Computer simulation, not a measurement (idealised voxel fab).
Process module under the name voxel gate over fins
Section shown: cut. Width: 300 nm. Cell size: 5 nm, square.
Cross-sections here: square-cell grids, written as top-down lists of bands, a band being one or more rows of cells. Look at the band entry: it leads with the top's height and the bottom's height in nm. Then it lists the materials left to right, with a width in nm for each. The word "all across" on a single material says that material fills the band edge to edge. The word "air" is empty space. Measure heights from 0. That's the level where, below it, the as-received wafer is all one material. The lowest band is bottomless and extends downward; write it as in "0 -> down". Width spec "30 to 40" -> top row of cells at first value, bottom row at second value, equal per-row change in between. No cell of the cross-section changed in a step that is given as "no modifications". Closed-off voids of 8+ cells (no open route to the top) go in "Entrapped voids", written width x height at distance from the left edge, in nm. It should be noted that, on the line of a given step, the content following the step's settings is a remark produced by the simulator itself with respect to that step. Each step line may optionally specify "overlay nm", which for a step with a mask gives the rightward distance between the mask's planned place and where it lay, a negative value indicating the leftward direction.
Process steps foreseen in the plan:
1,RECEIVE (material Si)
2,CONFORMAL_DEP (material SiN; thk nm 5)
3,MASKED_ETCH (tone cover; mask id FINS; width nm 15; pitch nm 55; etch materials SiN; depth nm 5; overlay nm 0)
4,MASKED_ETCH (tone cover; mask id FINS; width nm 15; pitch nm 55; etch materials Si; depth nm 40; overlay nm 0)
5,OXIDIZE (depth nm 5)
6,FILL_DEP (material SiO2; thk nm 10)
7,CMP (height nm 5)
8,DIRECTIONAL_DEP (material aC; thk nm 10)
9,PATTERN (tone open; mask id RAIL; material resist; width nm 15; thk nm 25; overlay nm 0)
10,DIRECTIONAL_ETCH (etch materials aC; depth nm 10)
11,STRIP (etch materials resist)
12,DIRECTIONAL_ETCH (etch materials SiO2; depth nm 40)
13,STRIP (etch materials aC)
14,CONFORMAL_DEP (material TiN; thk nm 5)
15,FILL_DEP (material W; thk nm 10)
16,CMP (height nm 5)
17,SELECTIVE_ETCH (etch materials W Ru TiN; depth nm 25)
18,FILL_DEP (material SiO2; thk nm 5)
19,CMP (height nm 5)
20,SELECTIVE_ETCH (etch materials SiO2; depth nm 15)
21,STRIP (etch materials SiN)
22,CONFORMAL_DEP (material HfO2; thk nm 5)
23,CONFORMAL_DEP (material TiN; thk nm 5)
24,CONFORMAL_DEP (material TiAl; thk nm 5)
25,CONFORMAL_DEP (material TiN; thk nm 5)
26,FILL_DEP (material W; thk nm 15)
27,CMP (height nm 30)
28,CONFORMAL_DEP (material SiN; thk nm 5)
Account of the first of two wafers, which was processed as intended:
Incoming wafer, cross-sectional view, post step 1:
> 0 -> down  Si all across
> Entrapped voids: none
So this is the wafer cross-section right after step 2:
> 5 -> 0  SiN all across
> No changes below 0.
So this is the wafer cross-section right after step 3:
> 5 -> 0  air 60 nm, SiN 15 nm, air 40 nm, SiN 15 nm, air 40 nm, SiN 15 nm, air 40 nm, SiN 15 nm, air 60 nm
> No changes below 0.
So this is the wafer cross-section right after step 4:
> 5 -> 0  air 60 nm, SiN 15 nm, air 40 nm, SiN 15 nm, air 40 nm, SiN 15 nm, air 40 nm, SiN 15 nm, air 60 nm
> 0 -> -40  air 60 nm, Si 15 nm, air 40 nm, Si 15 nm, air 40 nm, Si 15 nm, air 40 nm, Si 15 nm, air 60 nm
> No changes below -40.
So this is the wafer cross-section right after step 5:
> 5 -> 0  air 60 nm, SiN 15 nm, air 40 nm, SiN 15 nm, air 40 nm, SiN 15 nm, air 40 nm, SiN 15 nm, air 60 nm
> 0 -> -40  air 60 nm, SiO2 5 nm, Si 5 nm, SiO2 5 nm, air 40 nm, SiO2 5 nm, Si 5 nm, SiO2 5 nm, air 40 nm, SiO2 5 nm, Si 5 nm, SiO2 5 nm, air 40 nm, SiO2 5 nm, Si 5 nm, SiO2 5 nm, air 60 nm
> -40 -> -45  SiO2 65 nm, Si 5 nm, SiO2 50 nm, Si 5 nm, SiO2 50 nm, Si 5 nm, SiO2 50 nm, Si 5 nm, SiO2 65 nm
> No changes below -45.
So this is the wafer cross-section right after step 6:
> 15 -> 5  SiO2 all across
> 5 -> 0  SiO2 60 nm, SiN 15 nm, SiO2 40 nm, SiN 15 nm, SiO2 40 nm, SiN 15 nm, SiO2 40 nm, SiN 15 nm, SiO2 60 nm
> 0 -> -45  SiO2 65 nm, Si 5 nm, SiO2 50 nm, Si 5 nm, SiO2 50 nm, Si 5 nm, SiO2 50 nm, Si 5 nm, SiO2 65 nm
> No changes below -45.
So this is the wafer cross-section right after step 7:
> 5 -> 0  SiO2 60 nm, SiN 15 nm, SiO2 40 nm, SiN 15 nm, SiO2 40 nm, SiN 15 nm, SiO2 40 nm, SiN 15 nm, SiO2 60 nm
> No changes below 0.
So this is the wafer cross-section right after step 8:
> 15 -> 5  aC all across
> No changes below 5.
So this is the wafer cross-section right after step 9:
> 40 -> 15  resist 85 nm, air 15 nm, resist 200 nm
> No changes below 15.
So this is the wafer cross-section right after step 10:
> 30 -> 15  resist 85 nm, air 15 nm, resist 200 nm
> 15 -> 5  aC 85 nm, air 15 nm, aC 200 nm
> No changes below 5.
So this is the wafer cross-section right after step 11:
> 15 -> 5  aC 85 nm, air 15 nm, aC 200 nm
> No changes below 5.
So this is the wafer cross-section right after step 12:
> 15 -> 5  aC 85 nm, air 15 nm, aC 200 nm
> 5 -> 0  SiO2 60 nm, SiN 15 nm, SiO2 10 nm, air 15 nm, SiO2 15 nm, SiN 15 nm, SiO2 40 nm, SiN 15 nm, SiO2 40 nm, SiN 15 nm, SiO2 60 nm
> 0 -> -35  SiO2 65 nm, Si 5 nm, SiO2 15 nm, air 15 nm, SiO2 20 nm, Si 5 nm, SiO2 50 nm, Si 5 nm, SiO2 50 nm, Si 5 nm, SiO2 65 nm
> No changes below -35.
So this is the wafer cross-section right after step 13:
> 5 -> 0  SiO2 60 nm, SiN 15 nm, SiO2 10 nm, air 15 nm, SiO2 15 nm, SiN 15 nm, SiO2 40 nm, SiN 15 nm, SiO2 40 nm, SiN 15 nm, SiO2 60 nm
> No changes below 0.
So this is the wafer cross-section right after step 14:
> 10 -> 5  TiN 90 nm, air 5 nm, TiN 205 nm
> 5 -> 0  SiO2 60 nm, SiN 15 nm, SiO2 10 nm, TiN 5 nm, air 5 nm, TiN 5 nm, SiO2 15 nm, SiN 15 nm, SiO2 40 nm, SiN 15 nm, SiO2 40 nm, SiN 15 nm, SiO2 60 nm
> 0 -> -30  SiO2 65 nm, Si 5 nm, SiO2 15 nm, TiN 5 nm, air 5 nm, TiN 5 nm, SiO2 20 nm, Si 5 nm, SiO2 50 nm, Si 5 nm, SiO2 50 nm, Si 5 nm, SiO2 65 nm
> -30 -> -35  SiO2 65 nm, Si 5 nm, SiO2 15 nm, TiN 15 nm, SiO2 20 nm, Si 5 nm, SiO2 50 nm, Si 5 nm, SiO2 50 nm, Si 5 nm, SiO2 65 nm
> No changes below -35.
So this is the wafer cross-section right after step 15:
> 20 -> 10  W all across
> 10 -> 5  TiN 90 nm, W 5 nm, TiN 205 nm
> 5 -> 0  SiO2 60 nm, SiN 15 nm, SiO2 10 nm, TiN 5 nm, W 5 nm, TiN 5 nm, SiO2 15 nm, SiN 15 nm, SiO2 40 nm, SiN 15 nm, SiO2 40 nm, SiN 15 nm, SiO2 60 nm
> 0 -> -30  SiO2 65 nm, Si 5 nm, SiO2 15 nm, TiN 5 nm, W 5 nm, TiN 5 nm, SiO2 20 nm, Si 5 nm, SiO2 50 nm, Si 5 nm, SiO2 50 nm, Si 5 nm, SiO2 65 nm
> No changes below -30.
So this is the wafer cross-section right after step 16:
> 5 -> 0  SiO2 60 nm, SiN 15 nm, SiO2 10 nm, TiN 5 nm, W 5 nm, TiN 5 nm, SiO2 15 nm, SiN 15 nm, SiO2 40 nm, SiN 15 nm, SiO2 40 nm, SiN 15 nm, SiO2 60 nm
> No changes below 0.
So this is the wafer cross-section right after step 17:
> 5 -> 0  SiO2 60 nm, SiN 15 nm, SiO2 10 nm, air 15 nm, SiO2 15 nm, SiN 15 nm, SiO2 40 nm, SiN 15 nm, SiO2 40 nm, SiN 15 nm, SiO2 60 nm
> 0 -> -20  SiO2 65 nm, Si 5 nm, SiO2 15 nm, air 15 nm, SiO2 20 nm, Si 5 nm, SiO2 50 nm, Si 5 nm, SiO2 50 nm, Si 5 nm, SiO2 65 nm
> No changes below -20.
So this is the wafer cross-section right after step 18:
> 10 -> 5  SiO2 all across
> 5 -> 0  SiO2 60 nm, SiN 15 nm, SiO2 40 nm, SiN 15 nm, SiO2 40 nm, SiN 15 nm, SiO2 40 nm, SiN 15 nm, SiO2 60 nm
> 0 -> -20  SiO2 65 nm, Si 5 nm, SiO2 50 nm, Si 5 nm, SiO2 50 nm, Si 5 nm, SiO2 50 nm, Si 5 nm, SiO2 65 nm
> No changes below -20.
So this is the wafer cross-section right after step 19:
> 5 -> 0  SiO2 60 nm, SiN 15 nm, SiO2 40 nm, SiN 15 nm, SiO2 40 nm, SiN 15 nm, SiO2 40 nm, SiN 15 nm, SiO2 60 nm
> No changes below 0.
So this is the wafer cross-section right after step 20:
> 5 -> 0  air 60 nm, SiN 15 nm, air 40 nm, SiN 15 nm, air 40 nm, SiN 15 nm, air 40 nm, SiN 15 nm, air 60 nm
> 0 -> -10  air 65 nm, Si 5 nm, air 50 nm, Si 5 nm, air 50 nm, Si 5 nm, air 50 nm, Si 5 nm, air 65 nm
> No changes below -10.
So this is the wafer cross-section right after step 21:
> 0 -> -10  air 65 nm, Si 5 nm, air 50 nm, Si 5 nm, air 50 nm, Si 5 nm, air 50 nm, Si 5 nm, air 65 nm
> No changes below -10.
So this is the wafer cross-section right after step 22:
> 5 -> 0  air 60 nm, HfO2 15 nm, air 40 nm, HfO2 15 nm, air 40 nm, HfO2 15 nm, air 40 nm, HfO2 15 nm, air 60 nm
> 0 -> -5  air 60 nm, HfO2 5 nm, Si 5 nm, HfO2 5 nm, air 40 nm, HfO2 5 nm, Si 5 nm, HfO2 5 nm, air 40 nm, HfO2 5 nm, Si 5 nm, HfO2 5 nm, air 40 nm, HfO2 5 nm, Si 5 nm, HfO2 5 nm, air 60 nm
> -5 -> -10  HfO2 65 nm, Si 5 nm, HfO2 50 nm, Si 5 nm, HfO2 50 nm, Si 5 nm, HfO2 50 nm, Si 5 nm, HfO2 65 nm
> No changes below -10.
So this is the wafer cross-section right after step 23:
> 10 -> 5  air 55 nm, TiN 25 nm, air 30 nm, TiN 25 nm, air 30 nm, TiN 25 nm, air 30 nm, TiN 25 nm, air 55 nm
> 5 -> 0  air 55 nm, TiN 5 nm, HfO2 15 nm, TiN 5 nm, air 30 nm, TiN 5 nm, HfO2 15 nm, TiN 5 nm, air 30 nm, TiN 5 nm, HfO2 15 nm, TiN 5 nm, air 30 nm, TiN 5 nm, HfO2 15 nm, TiN 5 nm, air 55 nm
> 0 -> -5  TiN 60 nm, HfO2 5 nm, Si 5 nm, HfO2 5 nm, TiN 40 nm, HfO2 5 nm, Si 5 nm, HfO2 5 nm, TiN 40 nm, HfO2 5 nm, Si 5 nm, HfO2 5 nm, TiN 40 nm, HfO2 5 nm, Si 5 nm, HfO2 5 nm, TiN 60 nm
> No changes below -5.
So this is the wafer cross-section right after step 24:
> 15 -> 10  air 50 nm, TiAl 35 nm, air 20 nm, TiAl 35 nm, air 20 nm, TiAl 35 nm, air 20 nm, TiAl 35 nm, air 50 nm
> 10 -> 5  air 50 nm, TiAl 5 nm, TiN 25 nm, TiAl 5 nm, air 20 nm, TiAl 5 nm, TiN 25 nm, TiAl 5 nm, air 20 nm, TiAl 5 nm, TiN 25 nm, TiAl 5 nm, air 20 nm, TiAl 5 nm, TiN 25 nm, TiAl 5 nm, air 50 nm
> 5 -> 0  TiAl 55 nm, TiN 5 nm, HfO2 15 nm, TiN 5 nm, TiAl 30 nm, TiN 5 nm, HfO2 15 nm, TiN 5 nm, TiAl 30 nm, TiN 5 nm, HfO2 15 nm, TiN 5 nm, TiAl 30 nm, TiN 5 nm, HfO2 15 nm, TiN 5 nm, TiAl 55 nm
> No changes below 0.
So this is the wafer cross-section right after step 25:
> 20 -> 15  air 45 nm, TiN 45 nm, air 10 nm, TiN 45 nm, air 10 nm, TiN 45 nm, air 10 nm, TiN 45 nm, air 45 nm
> 15 -> 10  air 45 nm, TiN 5 nm, TiAl 35 nm, TiN 5 nm, air 10 nm, TiN 5 nm, TiAl 35 nm, TiN 5 nm, air 10 nm, TiN 5 nm, TiAl 35 nm, TiN 5 nm, air 10 nm, TiN 5 nm, TiAl 35 nm, TiN 5 nm, air 45 nm
> 10 -> 5  TiN 50 nm, TiAl 5 nm, TiN 25 nm, TiAl 5 nm, TiN 20 nm, TiAl 5 nm, TiN 25 nm, TiAl 5 nm, TiN 20 nm, TiAl 5 nm, TiN 25 nm, TiAl 5 nm, TiN 20 nm, TiAl 5 nm, TiN 25 nm, TiAl 5 nm, TiN 50 nm
> No changes below 5.
So this is the wafer cross-section right after step 26:
> 35 -> 20  W all across
> 20 -> 15  W 45 nm, TiN 45 nm, W 10 nm, TiN 45 nm, W 10 nm, TiN 45 nm, W 10 nm, TiN 45 nm, W 45 nm
> 15 -> 10  W 45 nm, TiN 5 nm, TiAl 35 nm, TiN 5 nm, W 10 nm, TiN 5 nm, TiAl 35 nm, TiN 5 nm, W 10 nm, TiN 5 nm, TiAl 35 nm, TiN 5 nm, W 10 nm, TiN 5 nm, TiAl 35 nm, TiN 5 nm, W 45 nm
> No changes below 10.
So this is the wafer cross-section right after step 27:
> 30 -> 20  W all across
> No changes below 20.
So this is the wafer cross-section right after step 28:
> 35 -> 30  SiN all across
> No changes below 30.
Regarding the second of the two wafers: it shared the first wafer's starting condition and process plan, yet one error occurred during its execution. Its history coincides with that of the first wafer up to and including step 21:
Cross-sectional representation of the second wafer at the time designated in the plan for the completion of step 22: no modifications
Cross-sectional representation of the second wafer at the time designated in the plan for the completion of step 23:
> 5 -> 0  air 60 nm, TiN 15 nm, air 40 nm, TiN 15 nm, air 40 nm, TiN 15 nm, air 40 nm, TiN 15 nm, air 60 nm
> 0 -> -5  air 60 nm, TiN 5 nm, Si 5 nm, TiN 5 nm, air 40 nm, TiN 5 nm, Si 5 nm, TiN 5 nm, air 40 nm, TiN 5 nm, Si 5 nm, TiN 5 nm, air 40 nm, TiN 5 nm, Si 5 nm, TiN 5 nm, air 60 nm
> -5 -> -10  TiN 65 nm, Si 5 nm, TiN 50 nm, Si 5 nm, TiN 50 nm, Si 5 nm, TiN 50 nm, Si 5 nm, TiN 65 nm
> No changes below -10.
Cross-sectional representation of the second wafer at the time designated in the plan for the completion of step 24:
> 10 -> 5  air 55 nm, TiAl 25 nm, air 30 nm, TiAl 25 nm, air 30 nm, TiAl 25 nm, air 30 nm, TiAl 25 nm, air 55 nm
> 5 -> 0  air 55 nm, TiAl 5 nm, TiN 15 nm, TiAl 5 nm, air 30 nm, TiAl 5 nm, TiN 15 nm, TiAl 5 nm, air 30 nm, TiAl 5 nm, TiN 15 nm, TiAl 5 nm, air 30 nm, TiAl 5 nm, TiN 15 nm, TiAl 5 nm, air 55 nm
> 0 -> -5  TiAl 60 nm, TiN 5 nm, Si 5 nm, TiN 5 nm, TiAl 40 nm, TiN 5 nm, Si 5 nm, TiN 5 nm, TiAl 40 nm, TiN 5 nm, Si 5 nm, TiN 5 nm, TiAl 40 nm, TiN 5 nm, Si 5 nm, TiN 5 nm, TiAl 60 nm
> No changes below -5.
Cross-sectional representation of the second wafer at the time designated in the plan for the completion of step 25:
> 15 -> 10  air 50 nm, TiN 35 nm, air 20 nm, TiN 35 nm, air 20 nm, TiN 35 nm, air 20 nm, TiN 35 nm, air 50 nm
> 10 -> 5  air 50 nm, TiN 5 nm, TiAl 25 nm, TiN 5 nm, air 20 nm, TiN 5 nm, TiAl 25 nm, TiN 5 nm, air 20 nm, TiN 5 nm, TiAl 25 nm, TiN 5 nm, air 20 nm, TiN 5 nm, TiAl 25 nm, TiN 5 nm, air 50 nm
> 5 -> 0  TiN 55 nm, TiAl 5 nm, TiN 15 nm, TiAl 5 nm, TiN 30 nm, TiAl 5 nm, TiN 15 nm, TiAl 5 nm, TiN 30 nm, TiAl 5 nm, TiN 15 nm, TiAl 5 nm, TiN 30 nm, TiAl 5 nm, TiN 15 nm, TiAl 5 nm, TiN 55 nm
> No changes below 0.
Cross-sectional representation of the second wafer at the time designated in the plan for the completion of step 26:
> 30 -> 15  W all across
> 15 -> 10  W 50 nm, TiN 35 nm, W 20 nm, TiN 35 nm, W 20 nm, TiN 35 nm, W 20 nm, TiN 35 nm, W 50 nm
> 10 -> 5  W 50 nm, TiN 5 nm, TiAl 25 nm, TiN 5 nm, W 20 nm, TiN 5 nm, TiAl 25 nm, TiN 5 nm, W 20 nm, TiN 5 nm, TiAl 25 nm, TiN 5 nm, W 20 nm, TiN 5 nm, TiAl 25 nm, TiN 5 nm, W 50 nm
> No changes below 5.
Cross-sectional representation of the second wafer at the time designated in the plan for the completion of step 27: no modifications
Cross-sectional representation of the second wafer at the time designated in the plan for the completion of step 28:
> 35 -> 30  SiN all across
> No changes below 30.
Which mistake was made when the wafer was run? execution of step 22 of the plan did not take place, the step having been omitted
Wrapping up, a cell-based count of both wafers puts the second over or under the first for these materials: HfO2: 76 fewer | W: 76 more
